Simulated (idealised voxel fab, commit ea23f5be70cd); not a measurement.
The process module presented herein is designated voxel transistor to metal.
The cross-section on display is named cut; it measures 270 nm wide, and its cells are 5 nm squares.
For the purposes of this document, a cross-section shall be understood as a grid of square cells, specified as bands listed in top-to-bottom order, each band consisting of one or more rows of cells.
Per band: top height and bottom height in nm, followed by the left-to-right materials and their widths in nm; "throughout" marks a single material spanning edge to edge, "empty" marks empty space.
The reference from which all heights are counted is 0, the level beneath which the as-received wafer is entirely one material; the lowest band, having no lower bound, proceeds downward and is written after the example "from 0 down".
Note: "30..40" means the width goes from the first number (top row of the band) to the second number (bottom row) in equal steps per row of cells.
Reading "nothing was modified" for a step: not a cell of the cross-section changed in it.
"Voids, sealed": empty spaces of 8 cells or more with no open way to the top, each given as width x height at distance, distance from the left edge, all in nm.
after a step's settings: what the simulator itself notes on the step
overlay nm: mask right of planned place by this much (step with mask). Neg. = left.

## plan
| 1 | RECEIVE | material Si |
| 2 | CONFORMAL_DEP | material SiO2 | thk nm 5 |
| 3 | CONFORMAL_DEP | material SiN | thk nm 15 |
| 4 | DIRECTIONAL_DEP | material aC | thk nm 10 |
| 5 | PATTERN | tone cover | mask id ACTIVE | material resist | width nm 105 | pitch nm 135 | thk nm 25 | overlay nm 0 |
| 6 | DIRECTIONAL_ETCH | etch materials aC | depth nm 10 |
| 7 | STRIP | etch materials resist |
| 8 | DIRECTIONAL_ETCH | etch materials SiN | depth nm 15 |
| 9 | DIRECTIONAL_ETCH | etch materials SiO2 | depth nm 5 |
| 10 | DIRECTIONAL_ETCH | etch materials Si | depth nm 20 |
| 11 | STRIP | etch materials aC |
| 12 | FILL_DEP | material SiO2 | thk nm 5 |
| 13 | CMP | height nm 20 |
| 14 | SELECTIVE_ETCH | etch materials SiO2 | depth nm 10 |
| 15 | STRIP | etch materials SiN |
| 16 | SELECTIVE_ETCH | etch materials SiO2 | depth nm 5 |
| 17 | OXIDIZE | depth nm 5 |
| 18 | DIRECTIONAL_DEP | material polySi | thk nm 30 |
| 19 | DIRECTIONAL_DEP | material SiCN | thk nm 10 |
| 20 | MASKED_ETCH | tone cover | mask id GATE | width nm 15 | pitch nm 135 | etch materials SiCN | depth nm 20 | overlay nm 0 |
| 21 | MASKED_ETCH | tone cover | mask id GATE | width nm 15 | pitch nm 135 | etch materials polySi | depth nm 40 | overlay nm 0 |
| 22 | CONFORMAL_DEP | material SiN | thk nm 10 |
| 23 | DIRECTIONAL_ETCH | etch materials SiN | depth nm 10 |
| 24 | DIRECTIONAL_ETCH | etch materials SiO2 | depth nm 5 |
| 25 | DIRECTIONAL_ETCH | etch materials Si | depth nm 10 |
| 26 | EPI | material nSi | thk nm 10 |
| 27 | FILL_DEP | material SiO2 | thk nm 10 |
| 28 | CMP | height nm 40 |
| 29 | DIRECTIONAL_DEP | material SiO2 | thk nm 10 |
| 30 | PATTERN | tone open | mask id CONTACT | material resist | width nm 30 | thk nm 15 | overlay nm 0 |
| 31 | DIRECTIONAL_ETCH | etch materials SiO2 | depth nm 55 |
| 32 | STRIP | etch materials resist |
| 33 | CONFORMAL_DEP | material TiN | thk nm 5 |
| 34 | FILL_DEP | material W | thk nm 5 |
| 35 | CMP | height nm 50 |
| 36 | CONFORMAL_DEP | material SiCN | thk nm 5 |
| 37 | DIRECTIONAL_DEP | material lowk | thk nm 20 |
| 38 | PATTERN | tone open | mask id METAL_1 | material resist | width nm 15 | thk nm 20 | overlay nm 0 |
| 39 | DIRECTIONAL_ETCH | etch materials lowk | depth nm 20 |
| 40 | DIRECTIONAL_ETCH | etch materials SiCN | depth nm 5 |
| 41 | STRIP | etch materials resist |
| 42 | CONFORMAL_DEP | material TiN | thk nm 5 |
| 43 | FILL_DEP | material Cu | thk nm 5 |
| 44 | CMP | height nm 75 |
| 45 | EPI | material Ru | thk nm 5 |
| 46 | FILL_DEP | material SiCN | thk nm 5 |

## Step 1 complete: cross-section of the wafer as received
	from 0 down  Si throughout
	Voids, sealed: none

## As-planned run: cross-section of the first of two wafers at end of module
	from 85 to 80  SiCN throughout
	from 80 to 75  20 SiCN / 25 Ru / 45 SiCN / 25 Ru / 40 SiCN / 25 Ru / 45 SiCN / 25 Ru / 20 SiCN
	from 75 to 55  25 lowk / 5 TiN / 5 Cu / 5 TiN / 55 lowk / 5 TiN / 5 Cu / 5 TiN / 50 lowk / 5 TiN / 5 Cu / 5 TiN / 55 lowk / 5 TiN / 5 Cu / 5 TiN / 25 lowk
	from 55 to 50  25 SiCN / 15 TiN / 55 SiCN / 15 TiN / 50 SiCN / 15 TiN / 55 SiCN / 15 TiN / 25 SiCN
	from 50 to 40  25 SiO2 / 5 TiN / 20..15 W / 5..10 TiN / 25 SiO2 / 5..10 TiN / 20..15 W / 5 TiN / 50 SiO2 / 5 TiN / 20..15 W / 5..10 TiN / 25 SiO2 / 5..10 TiN / 20..15 W / 5 TiN / 25 SiO2
	from 40 to 30  25 SiO2 / 5 TiN / 15 W / 5 TiN / 10 SiN / 15 SiCN / 10 SiN / 5 TiN / 15 W / 5 TiN / 50 SiO2 / 5 TiN / 15 W / 5 TiN / 10 SiN / 15 SiCN / 10 SiN / 5 TiN / 15 W / 5 TiN / 25 SiO2
	from 30 to 10  25 SiO2 / 5 TiN / 15 W / 5 TiN / 10 SiN / 15 polySi / 10 SiN / 5 TiN / 15 W / 5 TiN / 50 SiO2 / 5 TiN / 15 W / 5 TiN / 10 SiN / 15 polySi / 10 SiN / 5 TiN / 15 W / 5 TiN / 25 SiO2
	from 10 to 5  25 SiO2 / 25 TiN / 10 SiN / 15 polySi / 10 SiN / 25 TiN / 50 SiO2 / 25 TiN / 10 SiN / 15 polySi / 10 SiN / 25 TiN / 25 SiO2
	from 5 to 0  10 SiO2 / 10 SiN / 10 nSi / 10 TiN / 10 nSi / 10 SiN / 15 polySi / 10 SiN / 10 nSi / 10 TiN / 10 nSi / 10 SiN / 20 SiO2 / 10 SiN / 10 nSi / 10 TiN / 10 nSi / 10 SiN / 15 polySi / 10 SiN / 10 nSi / 10 TiN / 10 nSi / 10 SiN / 10 SiO2
	from 0 to -5  20 SiO2 / 10 nSi / 10 TiN / 10 nSi / 35 SiO2 / 10 nSi / 10 TiN / 10 nSi / 40 SiO2 / 10 nSi / 10 TiN / 10 nSi / 35 SiO2 / 10 nSi / 10 TiN / 10 nSi / 20 SiO2
	from -5 to -15  15 SiO2 / 5 Si / 30 nSi / 35 Si / 30 nSi / 5 Si / 30 SiO2 / 5 Si / 30 nSi / 35 Si / 30 nSi / 5 Si / 15 SiO2
	from -15 to -20  15 SiO2 / 105 Si / 30 SiO2 / 105 Si / 15 SiO2
	from -20 down  Si throughout
	Voids, sealed: none

## Presented here is a cross-section of the second of the two wafers as it stood at the end of the module. It was started in the same manner and assigned the same plan as the first wafer; however, one mistake was made in its execution
	from 85 to 80  SiCN throughout
	from 80 to 75  20 SiCN / 25 Ru / 45 SiCN / 25 Ru / 40 SiCN / 25 Ru / 45 SiCN / 25 Ru / 20 SiCN
	from 75 to 55  25 lowk / 5 TiN / 5 Cu / 5 TiN / 55 lowk / 5 TiN / 5 Cu / 5 TiN / 50 lowk / 5 TiN / 5 Cu / 5 TiN / 55 lowk / 5 TiN / 5 Cu / 5 TiN / 25 lowk
	from 55 to 50  25 SiCN / 15 TiN / 55 SiCN / 15 TiN / 50 SiCN / 15 TiN / 55 SiCN / 15 TiN / 25 SiCN
	from 50 to 40  25 SiO2 / 5 TiN / 20..15 W / 5..10 TiN / 25 SiO2 / 5..10 TiN / 20..15 W / 5 TiN / 50 SiO2 / 5 TiN / 20..15 W / 5..10 TiN / 25 SiO2 / 5..10 TiN / 20..15 W / 5 TiN / 25 SiO2
	from 40 to 30  25 SiO2 / 5 TiN / 15 W / 5 TiN / 10 SiN / 15 SiCN / 10 SiN / 5 TiN / 15 W / 5 TiN / 50 SiO2 / 5 TiN / 15 W / 5 TiN / 10 SiN / 15 SiCN / 10 SiN / 5 TiN / 15 W / 5 TiN / 25 SiO2
	from 30 to 10  25 SiO2 / 5 TiN / 15 W / 5 TiN / 10 SiN / 15 polySi / 10 SiN / 5 TiN / 15 W / 5 TiN / 50 SiO2 / 5 TiN / 15 W / 5 TiN / 10 SiN / 15 polySi / 10 SiN / 5 TiN / 15 W / 5 TiN / 25 SiO2
	from 10 to 5  25 SiO2 / 25 TiN / 10 SiN / 15 polySi / 10 SiN / 25 TiN / 50 SiO2 / 25 TiN / 10 SiN / 15 polySi / 10 SiN / 25 TiN / 25 SiO2
	from 5 to 0  15 SiO2 / 10 SiN / 10 nSi / 5 TiN / 10 nSi / 10 SiN / 15 polySi / 10 SiN / 10 nSi / 5 TiN / 10 nSi / 10 SiN / 30 SiO2 / 10 SiN / 10 nSi / 5 TiN / 10 nSi / 10 SiN / 15 polySi / 10 SiN / 10 nSi / 5 TiN / 10 nSi / 10 SiN / 15 SiO2
	from 0 to -5  25 SiO2 / 10 nSi / 5 TiN / 10 nSi / 35 SiO2 / 10 nSi / 5 TiN / 10 nSi / 50 SiO2 / 10 nSi / 5 TiN / 10 nSi / 35 SiO2 / 10 nSi / 5 TiN / 10 nSi / 25 SiO2
	from -5 to -15  20 SiO2 / 5 Si / 25 nSi / 35 Si / 25 nSi / 5 Si / 40 SiO2 / 5 Si / 25 nSi / 35 Si / 25 nSi / 5 Si / 20 SiO2
	from -15 to -20  20 SiO2 / 95 Si / 40 SiO2 / 95 Si / 20 SiO2
	from -20 down  Si throughout
	Voids, sealed: none
Finding, execution versus plan: step 5: run off-plan, actual operation and settings PATTERN | tone cover | mask id ACTIVE | material resist | width nm 95 | pitch nm 135 | thk nm 25 | overlay nm 0
Cell-count delta at end, second wafer over first, by material: Si -4; SiO2 +20; TiN -8; nSi -8
